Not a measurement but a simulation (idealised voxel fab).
process module | voxel transistor to metal
cross-section cut | 300 nm wide | cells 5 nm
A cross-section is a grid of square cells, given in bands from the top down. A band is one or more rows of cells.
Each band's line starts with the height of the band's top and of its bottom, in nm. Then come its materials from left to right, each with its width in nm. One material with "throughout" fills the band from edge to edge. "air" is empty space.
Height 0 is the level under which the wafer as received is all one material. The lowest band goes on downwards, as in "0 down".
A width such as "30 to 40" changes by the same amount from each row of cells to the next, from the band's top row to its bottom row.
"no change" after a step means that no cell of the cross-section changed.
closed voids: empty space of 8 cells or more with no open way to the top, each as width x height at its distance from the left edge, in nm
after a step's settings: what the simulator itself notes on the step
overlay nm, on a step with a mask: how far to the right of its planned place the mask lay; to the left if negative
plan
1 op RECEIVE | material Si
2 op CONFORMAL_DEP | material SiO2 | thk nm 5
3 op CONFORMAL_DEP | material SiN | thk nm 10
4 op DIRECTIONAL_DEP | material aC | thk nm 15
5 op PATTERN | tone cover | mask id ACTIVE | material resist | width nm 105 | pitch nm 135 | thk nm 30 | overlay nm 0
6 op DIRECTIONAL_ETCH | etch materials aC | depth nm 15
7 op STRIP | etch materials resist
8 op DIRECTIONAL_ETCH | etch materials SiN | depth nm 10
9 op DIRECTIONAL_ETCH | etch materials SiO2 | depth nm 5
10 op DIRECTIONAL_ETCH | etch materials Si | depth nm 35
11 op STRIP | etch materials aC
12 op FILL_DEP | material SiO2 | thk nm 15
13 op CMP | height nm 15
14 op SELECTIVE_ETCH | etch materials SiO2 | depth nm 5
15 op STRIP | etch materials SiN
16 op SELECTIVE_ETCH | etch materials SiO2 | depth nm 5
17 op OXIDIZE | depth nm 5
18 op DIRECTIONAL_DEP | material polySi | thk nm 20
19 op DIRECTIONAL_DEP | material SiCN | thk nm 15
20 op DIRECTIONAL_DEP | material aC | thk nm 15
21 op PATTERN | tone cover | mask id GATE | material resist | width nm 25 | pitch nm 135 | thk nm 30 | overlay nm 0
22 op DIRECTIONAL_ETCH | etch materials aC | depth nm 15
23 op STRIP | etch materials resist
24 op DIRECTIONAL_ETCH | etch materials SiCN | depth nm 25
25 op DIRECTIONAL_ETCH | etch materials polySi | depth nm 30
26 op STRIP | etch materials aC
27 op CONFORMAL_DEP | material SiO2 | thk nm 5
28 op DIRECTIONAL_ETCH | etch materials SiO2 | depth nm 5
29 op CONFORMAL_DEP | material SiN | thk nm 5
30 op DIRECTIONAL_ETCH | etch materials SiN | depth nm 5
31 op DIRECTIONAL_ETCH | etch materials SiO2 | depth nm 5
32 op DIRECTIONAL_ETCH | etch materials Si | depth nm 15
33 op EPI | material nSi | thk nm 15
34 op FILL_DEP | material SiO2 | thk nm 10
35 op CMP | height nm 35
36 op DIRECTIONAL_DEP | material SiO2 | thk nm 15
37 op PATTERN | tone open | mask id CONTACT | material resist | width nm 20 | thk nm 15 | overlay nm 0
38 op DIRECTIONAL_ETCH | etch materials SiO2 | depth nm 40
39 op STRIP | etch materials resist
40 op CONFORMAL_DEP | material TiN | thk nm 5
41 op FILL_DEP | material W | thk nm 5
42 op CMP | height nm 50
43 op CONFORMAL_DEP | material SiCN | thk nm 5
44 op DIRECTIONAL_DEP | material SiO2 | thk nm 25
45 op PATTERN | tone open | mask id METAL_1 | material resist | width nm 20 | thk nm 15 | overlay nm 0
46 op DIRECTIONAL_ETCH | etch materials SiO2 | depth nm 25
47 op DIRECTIONAL_ETCH | etch materials SiCN | depth nm 5
48 op STRIP | etch materials resist
49 op CONFORMAL_DEP | material TiN | thk nm 5
50 op FILL_DEP | material W | thk nm 10
51 op CMP | height nm 80
52 op CONFORMAL_DEP | material SiCN | thk nm 5
first wafer, as planned
as received, after step 1
  0 down: Si throughout
  closed voids: none
after step 2
  5 to 0: SiO2 throughout
  below 0: unchanged
after step 3
  15 to 5: SiN throughout
  below 5: unchanged
after step 4
  30 to 15: aC throughout
  below 15: unchanged
after step 5
  60 to 30: air 30 | resist 105 | air 30 | resist 105 | air 30
  below 30: unchanged
after step 6
  45 to 30: air 30 | resist 105 | air 30 | resist 105 | air 30
  30 to 15: air 30 | aC 105 | air 30 | aC 105 | air 30
  below 15: unchanged
after step 7
  30 to 15: air 30 | aC 105 | air 30 | aC 105 | air 30
  below 15: unchanged
after step 8
  30 to 15: air 30 | aC 105 | air 30 | aC 105 | air 30
  15 to 5: air 30 | SiN 105 | air 30 | SiN 105 | air 30
  below 5: unchanged
after step 9
  30 to 15: air 30 | aC 105 | air 30 | aC 105 | air 30
  15 to 5: air 30 | SiN 105 | air 30 | SiN 105 | air 30
  5 to 0: air 30 | SiO2 105 | air 30 | SiO2 105 | air 30
  below 0: unchanged
after step 10
  30 to 15: air 30 | aC 105 | air 30 | aC 105 | air 30
  15 to 5: air 30 | SiN 105 | air 30 | SiN 105 | air 30
  5 to 0: air 30 | SiO2 105 | air 30 | SiO2 105 | air 30
  0 to -35: air 30 | Si 105 | air 30 | Si 105 | air 30
  below -35: unchanged
after step 11
  15 to 5: air 30 | SiN 105 | air 30 | SiN 105 | air 30
  below 5: unchanged
after step 12
  30 to 15: SiO2 throughout
  15 to 5: SiO2 30 | SiN 105 | SiO2 30 | SiN 105 | SiO2 30
  5 to 0: SiO2 throughout
  0 to -35: SiO2 30 | Si 105 | SiO2 30 | Si 105 | SiO2 30
  below -35: unchanged
after step 13
  15 to 5: SiO2 30 | SiN 105 | SiO2 30 | SiN 105 | SiO2 30
  below 5: unchanged
after step 14
  15 to 10: air 30 | SiN 105 | air 30 | SiN 105 | air 30
  below 10: unchanged
after step 15
  10 to 5: SiO2 30 | air 105 | SiO2 30 | air 105 | SiO2 30
  below 5: unchanged
after step 16
  5 to 0: SiO2 25 | air 115 | SiO2 20 | air 115 | SiO2 25
  below 0: unchanged
after step 17
  5 to 0: SiO2 25 | air 115 | SiO2 20 | air 115 | SiO2 25
  0 to -5: SiO2 throughout
  below -5: unchanged
after step 18
  25 to 20: polySi 25 | air 115 | polySi 20 | air 115 | polySi 25
  20 to 5: polySi throughout
  5 to 0: SiO2 25 | polySi 115 | SiO2 20 | polySi 115 | SiO2 25
  below 0: unchanged
after step 19
  40 to 35: SiCN 25 | air 115 | SiCN 20 | air 115 | SiCN 25
  35 to 25: SiCN throughout
  25 to 20: polySi 25 | SiCN 115 | polySi 20 | SiCN 115 | polySi 25
  below 20: unchanged
after step 20
  55 to 50: aC 25 | air 115 | aC 20 | air 115 | aC 25
  50 to 40: aC throughout
  40 to 35: SiCN 25 | aC 115 | SiCN 20 | aC 115 | SiCN 25
  below 35: unchanged
after step 21
  85 to 55: air 70 | resist 25 | air 110 | resist 25 | air 70
  55 to 50: aC 25 | air 45 | resist 25 | air 45 | aC 20 | air 45 | resist 25 | air 45 | aC 25
  below 50: unchanged
after step 22
  70 to 50: air 70 | resist 25 | air 110 | resist 25 | air 70
  50 to 40: air 70 | aC 25 | air 110 | aC 25 | air 70
  40 to 35: SiCN 25 | air 45 | aC 25 | air 45 | SiCN 20 | air 45 | aC 25 | air 45 | SiCN 25
  below 35: unchanged
after step 23
  50 to 40: air 70 | aC 25 | air 110 | aC 25 | air 70
  below 40: unchanged
after step 24
  50 to 35: air 70 | aC 25 | air 110 | aC 25 | air 70
  35 to 25: air 70 | SiCN 25 | air 110 | SiCN 25 | air 70
  25 to 20: polySi 25 | air 45 | SiCN 25 | air 45 | polySi 20 | air 45 | SiCN 25 | air 45 | polySi 25
  below 20: unchanged
after step 25
  50 to 35: air 70 | aC 25 | air 110 | aC 25 | air 70
  35 to 20: air 70 | SiCN 25 | air 110 | SiCN 25 | air 70
  20 to 5: air 70 | polySi 25 | air 110 | polySi 25 | air 70
  5 to 0: SiO2 25 | air 45 | polySi 25 | air 45 | SiO2 20 | air 45 | polySi 25 | air 45 | SiO2 25
  below 0: unchanged
after step 26
  35 to 20: air 70 | SiCN 25 | air 110 | SiCN 25 | air 70
  below 20: unchanged
after step 27
  40 to 35: air 65 | SiO2 35 | air 100 | SiO2 35 | air 65
  35 to 20: air 65 | SiO2 5 | SiCN 25 | SiO2 5 | air 100 | SiO2 5 | SiCN 25 | SiO2 5 | air 65
  20 to 10: air 65 | SiO2 5 | polySi 25 | SiO2 5 | air 100 | SiO2 5 | polySi 25 | SiO2 5 | air 65
  10 to 5: SiO2 30 | air 35 | SiO2 5 | polySi 25 | SiO2 5 | air 35 | SiO2 30 | air 35 | SiO2 5 | polySi 25 | SiO2 5 | air 35 | SiO2 30
  5 to 0: SiO2 70 | polySi 25 | SiO2 110 | polySi 25 | SiO2 70
  below 0: unchanged
after step 28
  35 to 20: air 65 | SiO2 5 | SiCN 25 | SiO2 5 | air 100 | SiO2 5 | SiCN 25 | SiO2 5 | air 65
  20 to 5: air 65 | SiO2 5 | polySi 25 | SiO2 5 | air 100 | SiO2 5 | polySi 25 | SiO2 5 | air 65
  5 to 0: SiO2 30 | air 35 | SiO2 5 | polySi 25 | SiO2 5 | air 35 | SiO2 30 | air 35 | SiO2 5 | polySi 25 | SiO2 5 | air 35 | SiO2 30
  below 0: unchanged
after step 29
  40 to 35: air 60 | SiN 45 | air 90 | SiN 45 | air 60
  35 to 20: air 60 | SiN 5 | SiO2 5 | SiCN 25 | SiO2 5 | SiN 5 | air 90 | SiN 5 | SiO2 5 | SiCN 25 | SiO2 5 | SiN 5 | air 60
  20 to 10: air 60 | SiN 5 | SiO2 5 | polySi 25 | SiO2 5 | SiN 5 | air 90 | SiN 5 | SiO2 5 | polySi 25 | SiO2 5 | SiN 5 | air 60
  10 to 5: SiN 35 | air 25 | SiN 5 | SiO2 5 | polySi 25 | SiO2 5 | SiN 5 | air 25 | SiN 40 | air 25 | SiN 5 | SiO2 5 | polySi 25 | SiO2 5 | SiN 5 | air 25 | SiN 35
  5 to 0: SiO2 30 | SiN 35 | SiO2 5 | polySi 25 | SiO2 5 | SiN 35 | SiO2 30 | SiN 35 | SiO2 5 | polySi 25 | SiO2 5 | SiN 35 | SiO2 30
  below 0: unchanged
after step 30
  35 to 20: air 60 | SiN 5 | SiO2 5 | SiCN 25 | SiO2 5 | SiN 5 | air 90 | SiN 5 | SiO2 5 | SiCN 25 | SiO2 5 | SiN 5 | air 60
  20 to 5: air 60 | SiN 5 | SiO2 5 | polySi 25 | SiO2 5 | SiN 5 | air 90 | SiN 5 | SiO2 5 | polySi 25 | SiO2 5 | SiN 5 | air 60
  5 to 0: SiO2 30 | SiN 5 | air 25 | SiN 5 | SiO2 5 | polySi 25 | SiO2 5 | SiN 5 | air 25 | SiN 5 | SiO2 30 | SiN 5 | air 25 | SiN 5 | SiO2 5 | polySi 25 | SiO2 5 | SiN 5 | air 25 | SiN 5 | SiO2 30
  below 0: unchanged
after step 31
  35 to 30: air 60 | SiN 5 | air 5 | SiCN 25 | air 5 | SiN 5 | air 90 | SiN 5 | air 5 | SiCN 25 | air 5 | SiN 5 | air 60
  30 to 20: air 60 | SiN 5 | SiO2 5 | SiCN 25 | SiO2 5 | SiN 5 | air 90 | SiN 5 | SiO2 5 | SiCN 25 | SiO2 5 | SiN 5 | air 60
  20 to 5: air 60 | SiN 5 | SiO2 5 | polySi 25 | SiO2 5 | SiN 5 | air 90 | SiN 5 | SiO2 5 | polySi 25 | SiO2 5 | SiN 5 | air 60
  5 to 0: air 30 | SiN 5 | air 25 | SiN 5 | SiO2 5 | polySi 25 | SiO2 5 | SiN 5 | air 25 | SiN 5 | air 30 | SiN 5 | air 25 | SiN 5 | SiO2 5 | polySi 25 | SiO2 5 | SiN 5 | air 25 | SiN 5 | air 30
  0 to -5: SiO2 35 | air 25 | SiO2 45 | air 25 | SiO2 40 | air 25 | SiO2 45 | air 25 | SiO2 35
  below -5: unchanged
after step 32
  35 to 30: air 60 | SiN 5 | air 5 | SiCN 25 | air 5 | SiN 5 | air 90 | SiN 5 | air 5 | SiCN 25 | air 5 | SiN 5 | air 60
  30 to 20: air 60 | SiN 5 | SiO2 5 | SiCN 25 | SiO2 5 | SiN 5 | air 90 | SiN 5 | SiO2 5 | SiCN 25 | SiO2 5 | SiN 5 | air 60
  20 to 5: air 60 | SiN 5 | SiO2 5 | polySi 25 | SiO2 5 | SiN 5 | air 90 | SiN 5 | SiO2 5 | polySi 25 | SiO2 5 | SiN 5 | air 60
  5 to 0: air 30 | SiN 5 | air 25 | SiN 5 | SiO2 5 | polySi 25 | SiO2 5 | SiN 5 | air 25 | SiN 5 | air 30 | SiN 5 | air 25 | SiN 5 | SiO2 5 | polySi 25 | SiO2 5 | SiN 5 | air 25 | SiN 5 | air 30
  0 to -5: SiO2 35 | air 25 | SiO2 45 | air 25 | SiO2 40 | air 25 | SiO2 45 | air 25 | SiO2 35
  -5 to -20: SiO2 30 | Si 5 | air 25 | Si 45 | air 25 | Si 5 | SiO2 30 | Si 5 | air 25 | Si 45 | air 25 | Si 5 | SiO2 30
  below -20: unchanged
after step 33
  35 to 30: air 60 | SiN 5 | air 5 | SiCN 25 | air 5 | SiN 5 | air 90 | SiN 5 | air 5 | SiCN 25 | air 5 | SiN 5 | air 60
  30 to 20: air 60 | SiN 5 | SiO2 5 | SiCN 25 | SiO2 5 | SiN 5 | air 90 | SiN 5 | SiO2 5 | SiCN 25 | SiO2 5 | SiN 5 | air 60
  20 to 10: air 60 | SiN 5 | SiO2 5 | polySi 25 | SiO2 5 | SiN 5 | air 90 | SiN 5 | SiO2 5 | polySi 25 | SiO2 5 | SiN 5 | air 60
  10 to 5: air 30 | nSi 30 | SiN 5 | SiO2 5 | polySi 25 | SiO2 5 | SiN 5 | nSi 30 | air 30 | nSi 30 | SiN 5 | SiO2 5 | polySi 25 | SiO2 5 | SiN 5 | nSi 30 | air 30
  5 to 0: air 30 | SiN 5 | nSi 25 | SiN 5 | SiO2 5 | polySi 25 | SiO2 5 | SiN 5 | nSi 25 | SiN 5 | air 30 | SiN 5 | nSi 25 | SiN 5 | SiO2 5 | polySi 25 | SiO2 5 | SiN 5 | nSi 25 | SiN 5 | air 30
  0 to -5: SiO2 35 | nSi 25 | SiO2 45 | nSi 25 | SiO2 40 | nSi 25 | SiO2 45 | nSi 25 | SiO2 35
  -5 to -20: SiO2 30 | Si 5 | nSi 25 | Si 45 | nSi 25 | Si 5 | SiO2 30 | Si 5 | nSi 25 | Si 45 | nSi 25 | Si 5 | SiO2 30
  below -20: unchanged
after step 34
  45 to 35: SiO2 throughout
  35 to 20: SiO2 60 | SiN 5 | SiO2 5 | SiCN 25 | SiO2 5 | SiN 5 | SiO2 90 | SiN 5 | SiO2 5 | SiCN 25 | SiO2 5 | SiN 5 | SiO2 60
  20 to 10: SiO2 60 | SiN 5 | SiO2 5 | polySi 25 | SiO2 5 | SiN 5 | SiO2 90 | SiN 5 | SiO2 5 | polySi 25 | SiO2 5 | SiN 5 | SiO2 60
  10 to 5: SiO2 30 | nSi 30 | SiN 5 | SiO2 5 | polySi 25 | SiO2 5 | SiN 5 | nSi 30 | SiO2 30 | nSi 30 | SiN 5 | SiO2 5 | polySi 25 | SiO2 5 | SiN 5 | nSi 30 | SiO2 30
  5 to 0: SiO2 30 | SiN 5 | nSi 25 | SiN 5 | SiO2 5 | polySi 25 | SiO2 5 | SiN 5 | nSi 25 | SiN 5 | SiO2 30 | SiN 5 | nSi 25 | SiN 5 | SiO2 5 | polySi 25 | SiO2 5 | SiN 5 | nSi 25 | SiN 5 | SiO2 30
  below 0: unchanged
after step 35
  35 to 20: SiO2 60 | SiN 5 | SiO2 5 | SiCN 25 | SiO2 5 | SiN 5 | SiO2 90 | SiN 5 | SiO2 5 | SiCN 25 | SiO2 5 | SiN 5 | SiO2 60
  below 20: unchanged
after step 36
  50 to 35: SiO2 throughout
  below 35: unchanged
after step 37
  65 to 50: resist 35 | air 20 | resist 55 | air 20 | resist 40 | air 20 | resist 55 | air 20 | resist 35
  below 50: unchanged
after step 38
  65 to 50: resist 35 | air 20 | resist 55 | air 20 | resist 40 | air 20 | resist 55 | air 20 | resist 35
  50 to 35: SiO2 35 | air 20 | SiO2 55 | air 20 | SiO2 40 | air 20 | SiO2 55 | air 20 | SiO2 35
  35 to 20: SiO2 35 | air 20 | SiO2 5 | SiN 5 | SiO2 5 | SiCN 25 | SiO2 5 | SiN 5 | SiO2 5 | air 20 | SiO2 40 | air 20 | SiO2 5 | SiN 5 | SiO2 5 | SiCN 25 | SiO2 5 | SiN 5 | SiO2 5 | air 20 | SiO2 35
  20 to 10: SiO2 35 | air 20 | SiO2 5 | SiN 5 | SiO2 5 | polySi 25 | SiO2 5 | SiN 5 | SiO2 5 | air 20 | SiO2 40 | air 20 | SiO2 5 | SiN 5 | SiO2 5 | polySi 25 | SiO2 5 | SiN 5 | SiO2 5 | air 20 | SiO2 35
  below 10: unchanged
after step 39
  50 to 35: SiO2 35 | air 20 | SiO2 55 | air 20 | SiO2 40 | air 20 | SiO2 55 | air 20 | SiO2 35
  below 35: unchanged
after step 40
  55 to 50: TiN 40 | air 10 | TiN 65 | air 10 | TiN 50 | air 10 | TiN 65 | air 10 | TiN 40
  50 to 35: SiO2 35 | TiN 5 | air 10 | TiN 5 | SiO2 55 | TiN 5 | air 10 | TiN 5 | SiO2 40 | TiN 5 | air 10 | TiN 5 | SiO2 55 | TiN 5 | air 10 | TiN 5 | SiO2 35
  35 to 20: SiO2 35 | TiN 5 | air 10 | TiN 5 | SiO2 5 | SiN 5 | SiO2 5 | SiCN 25 | SiO2 5 | SiN 5 | SiO2 5 | TiN 5 | air 10 | TiN 5 | SiO2 40 | TiN 5 | air 10 | TiN 5 | SiO2 5 | SiN 5 | SiO2 5 | SiCN 25 | SiO2 5 | SiN 5 | SiO2 5 | TiN 5 | air 10 | TiN 5 | SiO2 35
  20 to 15: SiO2 35 | TiN 5 | air 10 | TiN 5 | SiO2 5 | SiN 5 | SiO2 5 | polySi 25 | SiO2 5 | SiN 5 | SiO2 5 | TiN 5 | air 10 | TiN 5 | SiO2 40 | TiN 5 | air 10 | TiN 5 | SiO2 5 | SiN 5 | SiO2 5 | polySi 25 | SiO2 5 | SiN 5 | SiO2 5 | TiN 5 | air 10 | TiN 5 | SiO2 35
  15 to 10: SiO2 35 | TiN 20 | SiO2 5 | SiN 5 | SiO2 5 | polySi 25 | SiO2 5 | SiN 5 | SiO2 5 | TiN 20 | SiO2 40 | TiN 20 | SiO2 5 | SiN 5 | SiO2 5 | polySi 25 | SiO2 5 | SiN 5 | SiO2 5 | TiN 20 | SiO2 35
  below 10: unchanged
after step 41
  60 to 55: W throughout
  55 to 50: TiN 40 | W 10 | TiN 65 | W 10 | TiN 50 | W 10 | TiN 65 | W 10 | TiN 40
  50 to 35: SiO2 35 | TiN 5 | W 10 | TiN 5 | SiO2 55 | TiN 5 | W 10 | TiN 5 | SiO2 40 | TiN 5 | W 10 | TiN 5 | SiO2 55 | TiN 5 | W 10 | TiN 5 | SiO2 35
  35 to 20: SiO2 35 | TiN 5 | W 10 | TiN 5 | SiO2 5 | SiN 5 | SiO2 5 | SiCN 25 | SiO2 5 | SiN 5 | SiO2 5 | TiN 5 | W 10 | TiN 5 | SiO2 40 | TiN 5 | W 10 | TiN 5 | SiO2 5 | SiN 5 | SiO2 5 | SiCN 25 | SiO2 5 | SiN 5 | SiO2 5 | TiN 5 | W 10 | TiN 5 | SiO2 35
  20 to 15: SiO2 35 | TiN 5 | W 10 | TiN 5 | SiO2 5 | SiN 5 | SiO2 5 | polySi 25 | SiO2 5 | SiN 5 | SiO2 5 | TiN 5 | W 10 | TiN 5 | SiO2 40 | TiN 5 | W 10 | TiN 5 | SiO2 5 | SiN 5 | SiO2 5 | polySi 25 | SiO2 5 | SiN 5 | SiO2 5 | TiN 5 | W 10 | TiN 5 | SiO2 35
  below 15: unchanged
after step 42
  50 to 35: SiO2 35 | TiN 5 | W 10 | TiN 5 | SiO2 55 | TiN 5 | W 10 | TiN 5 | SiO2 40 | TiN 5 | W 10 | TiN 5 | SiO2 55 | TiN 5 | W 10 | TiN 5 | SiO2 35
  below 35: unchanged
after step 43
  55 to 50: SiCN throughout
  below 50: unchanged
after step 44
  80 to 55: SiO2 throughout
  below 55: unchanged
after step 45
  95 to 80: resist 35 | air 20 | resist 55 | air 20 | resist 40 | air 20 | resist 55 | air 20 | resist 35
  below 80: unchanged
after step 46
  95 to 80: resist 35 | air 20 | resist 55 | air 20 | resist 40 | air 20 | resist 55 | air 20 | resist 35
  80 to 55: SiO2 35 | air 20 | SiO2 55 | air 20 | SiO2 40 | air 20 | SiO2 55 | air 20 | SiO2 35
  below 55: unchanged
after step 47
  95 to 80: resist 35 | air 20 | resist 55 | air 20 | resist 40 | air 20 | resist 55 | air 20 | resist 35
  80 to 55: SiO2 35 | air 20 | SiO2 55 | air 20 | SiO2 40 | air 20 | SiO2 55 | air 20 | SiO2 35
  55 to 50: SiCN 35 | air 20 | SiCN 55 | air 20 | SiCN 40 | air 20 | SiCN 55 | air 20 | SiCN 35
  below 50: unchanged
after step 48
  80 to 55: SiO2 35 | air 20 | SiO2 55 | air 20 | SiO2 40 | air 20 | SiO2 55 | air 20 | SiO2 35
  below 55: unchanged
after step 49
  85 to 80: TiN 40 | air 10 | TiN 65 | air 10 | TiN 50 | air 10 | TiN 65 | air 10 | TiN 40
  80 to 55: SiO2 35 | TiN 5 | air 10 | TiN 5 | SiO2 55 | TiN 5 | air 10 | TiN 5 | SiO2 40 | TiN 5 | air 10 | TiN 5 | SiO2 55 | TiN 5 | air 10 | TiN 5 | SiO2 35
  55 to 50: SiCN 35 | TiN 20 | SiCN 55 | TiN 20 | SiCN 40 | TiN 20 | SiCN 55 | TiN 20 | SiCN 35
  below 50: unchanged
after step 50
  95 to 85: W throughout
  85 to 80: TiN 40 | W 10 | TiN 65 | W 10 | TiN 50 | W 10 | TiN 65 | W 10 | TiN 40
  80 to 55: SiO2 35 | TiN 5 | W 10 | TiN 5 | SiO2 55 | TiN 5 | W 10 | TiN 5 | SiO2 40 | TiN 5 | W 10 | TiN 5 | SiO2 55 | TiN 5 | W 10 | TiN 5 | SiO2 35
  below 55: unchanged
after step 51
  80 to 55: SiO2 35 | TiN 5 | W 10 | TiN 5 | SiO2 55 | TiN 5 | W 10 | TiN 5 | SiO2 40 | TiN 5 | W 10 | TiN 5 | SiO2 55 | TiN 5 | W 10 | TiN 5 | SiO2 35
  below 55: unchanged
after step 52
  85 to 80: SiCN throughout
  below 80: unchanged
second wafer: like start, like plan, one mistake. Through step 36 it matches the first wafer
when step 37 should have ended
  65 to 50: air 35 | resist 20 | air 55 | resist 20 | air 40 | resist 20 | air 55 | resist 20 | air 35
  below 50: unchanged
when step 38 should have ended
  65 to 50: air 35 | resist 20 | air 55 | resist 20 | air 40 | resist 20 | air 55 | resist 20 | air 35
  50 to 35: air 35 | SiO2 20 | air 55 | SiO2 20 | air 40 | SiO2 20 | air 55 | SiO2 20 | air 35
  35 to 20: air 35 | SiO2 20 | air 5 | SiN 5 | air 5 | SiCN 25 | air 5 | SiN 5 | air 5 | SiO2 20 | air 40 | SiO2 20 | air 5 | SiN 5 | air 5 | SiCN 25 | air 5 | SiN 5 | air 5 | SiO2 20 | air 35
  20 to 10: air 35 | SiO2 20 | air 5 | SiN 5 | air 5 | polySi 25 | air 5 | SiN 5 | air 5 | SiO2 20 | air 40 | SiO2 20 | air 5 | SiN 5 | air 5 | polySi 25 | air 5 | SiN 5 | air 5 | SiO2 20 | air 35
  below 10: unchanged
when step 39 should have ended
  50 to 35: air 35 | SiO2 20 | air 55 | SiO2 20 | air 40 | SiO2 20 | air 55 | SiO2 20 | air 35
  below 35: unchanged
when step 40 should have ended
  55 to 50: air 30 | TiN 30 | air 45 | TiN 30 | air 30 | TiN 30 | air 45 | TiN 30 | air 30
  50 to 40: air 30 | TiN 5 | SiO2 20 | TiN 5 | air 45 | TiN 5 | SiO2 20 | TiN 5 | air 30 | TiN 5 | SiO2 20 | TiN 5 | air 45 | TiN 5 | SiO2 20 | TiN 5 | air 30
  40 to 35: air 30 | TiN 5 | SiO2 20 | TiN 55 | SiO2 20 | TiN 5 | air 30 | TiN 5 | SiO2 20 | TiN 55 | SiO2 20 | TiN 5 | air 30
  35 to 20: air 30 | TiN 5 | SiO2 20 | TiN 5 | SiN 5 | TiN 5 | SiCN 25 | TiN 5 | SiN 5 | TiN 5 | SiO2 20 | TiN 5 | air 30 | TiN 5 | SiO2 20 | TiN 5 | SiN 5 | TiN 5 | SiCN 25 | TiN 5 | SiN 5 | TiN 5 | SiO2 20 | TiN 5 | air 30
  20 to 15: air 30 | TiN 5 | SiO2 20 | TiN 5 | SiN 5 | TiN 5 | polySi 25 | TiN 5 | SiN 5 | TiN 5 | SiO2 20 | TiN 5 | air 30 | TiN 5 | SiO2 20 | TiN 5 | SiN 5 | TiN 5 | polySi 25 | TiN 5 | SiN 5 | TiN 5 | SiO2 20 | TiN 5 | air 30
  15 to 10: TiN 35 | SiO2 20 | TiN 5 | SiN 5 | TiN 5 | polySi 25 | TiN 5 | SiN 5 | TiN 5 | SiO2 20 | TiN 40 | SiO2 20 | TiN 5 | SiN 5 | TiN 5 | polySi 25 | TiN 5 | SiN 5 | TiN 5 | SiO2 20 | TiN 35
  below 10: unchanged
when step 41 should have ended
  60 to 55: W throughout
  55 to 50: W 30 | TiN 30 | W 45 | TiN 30 | W 30 | TiN 30 | W 45 | TiN 30 | W 30
  50 to 40: W 30 | TiN 5 | SiO2 20 | TiN 5 | W 45 | TiN 5 | SiO2 20 | TiN 5 | W 30 | TiN 5 | SiO2 20 | TiN 5 | W 45 | TiN 5 | SiO2 20 | TiN 5 | W 30
  40 to 35: W 30 | TiN 5 | SiO2 20 | TiN 55 | SiO2 20 | TiN 5 | W 30 | TiN 5 | SiO2 20 | TiN 55 | SiO2 20 | TiN 5 | W 30
  35 to 20: W 30 | TiN 5 | SiO2 20 | TiN 5 | SiN 5 | TiN 5 | SiCN 25 | TiN 5 | SiN 5 | TiN 5 | SiO2 20 | TiN 5 | W 30 | TiN 5 | SiO2 20 | TiN 5 | SiN 5 | TiN 5 | SiCN 25 | TiN 5 | SiN 5 | TiN 5 | SiO2 20 | TiN 5 | W 30
  20 to 15: W 30 | TiN 5 | SiO2 20 | TiN 5 | SiN 5 | TiN 5 | polySi 25 | TiN 5 | SiN 5 | TiN 5 | SiO2 20 | TiN 5 | W 30 | TiN 5 | SiO2 20 | TiN 5 | SiN 5 | TiN 5 | polySi 25 | TiN 5 | SiN 5 | TiN 5 | SiO2 20 | TiN 5 | W 30
  below 15: unchanged
when step 42 should have ended
  50 to 40: W 30 | TiN 5 | SiO2 20 | TiN 5 | W 45 | TiN 5 | SiO2 20 | TiN 5 | W 30 | TiN 5 | SiO2 20 | TiN 5 | W 45 | TiN 5 | SiO2 20 | TiN 5 | W 30
  below 40: unchanged
when step 43 should have ended
  55 to 50: SiCN throughout
  below 50: unchanged
when step 44 should have ended
  80 to 55: SiO2 throughout
  below 55: unchanged
when step 45 should have ended
  95 to 80: resist 35 | air 20 | resist 55 | air 20 | resist 40 | air 20 | resist 55 | air 20 | resist 35
  below 80: unchanged
when step 46 should have ended
  95 to 80: resist 35 | air 20 | resist 55 | air 20 | resist 40 | air 20 | resist 55 | air 20 | resist 35
  80 to 55: SiO2 35 | air 20 | SiO2 55 | air 20 | SiO2 40 | air 20 | SiO2 55 | air 20 | SiO2 35
  below 55: unchanged
when step 47 should have ended
  95 to 80: resist 35 | air 20 | resist 55 | air 20 | resist 40 | air 20 | resist 55 | air 20 | resist 35
  80 to 55: SiO2 35 | air 20 | SiO2 55 | air 20 | SiO2 40 | air 20 | SiO2 55 | air 20 | SiO2 35
  55 to 50: SiCN 35 | air 20 | SiCN 55 | air 20 | SiCN 40 | air 20 | SiCN 55 | air 20 | SiCN 35
  below 50: unchanged
when step 48 should have ended
  80 to 55: SiO2 35 | air 20 | SiO2 55 | air 20 | SiO2 40 | air 20 | SiO2 55 | air 20 | SiO2 35
  below 55: unchanged
when step 49 should have ended
  85 to 80: TiN 40 | air 10 | TiN 65 | air 10 | TiN 50 | air 10 | TiN 65 | air 10 | TiN 40
  80 to 55: SiO2 35 | TiN 5 | air 10 | TiN 5 | SiO2 55 | TiN 5 | air 10 | TiN 5 | SiO2 40 | TiN 5 | air 10 | TiN 5 | SiO2 55 | TiN 5 | air 10 | TiN 5 | SiO2 35
  55 to 50: SiCN 35 | TiN 20 | SiCN 55 | TiN 20 | SiCN 40 | TiN 20 | SiCN 55 | TiN 20 | SiCN 35
  below 50: unchanged
when step 50 should have ended
  95 to 85: W throughout
  85 to 80: TiN 40 | W 10 | TiN 65 | W 10 | TiN 50 | W 10 | TiN 65 | W 10 | TiN 40
  80 to 55: SiO2 35 | TiN 5 | W 10 | TiN 5 | SiO2 55 | TiN 5 | W 10 | TiN 5 | SiO2 40 | TiN 5 | W 10 | TiN 5 | SiO2 55 | TiN 5 | W 10 | TiN 5 | SiO2 35
  below 55: unchanged
when step 51 should have ended
  80 to 55: SiO2 35 | TiN 5 | W 10 | TiN 5 | SiO2 55 | TiN 5 | W 10 | TiN 5 | SiO2 40 | TiN 5 | W 10 | TiN 5 | SiO2 55 | TiN 5 | W 10 | TiN 5 | SiO2 35
  below 55: unchanged
when step 52 should have ended
  85 to 80: SiCN throughout
  below 80: unchanged
what went wrong: step 37 ran as: op PATTERN | tone cover | mask id CONTACT | material resist | width nm 20 | thk nm 15 | overlay nm 0
at the end the second wafer has, in cells: 154 fewer of SiO2 | 48 more of TiN | 106 more of W
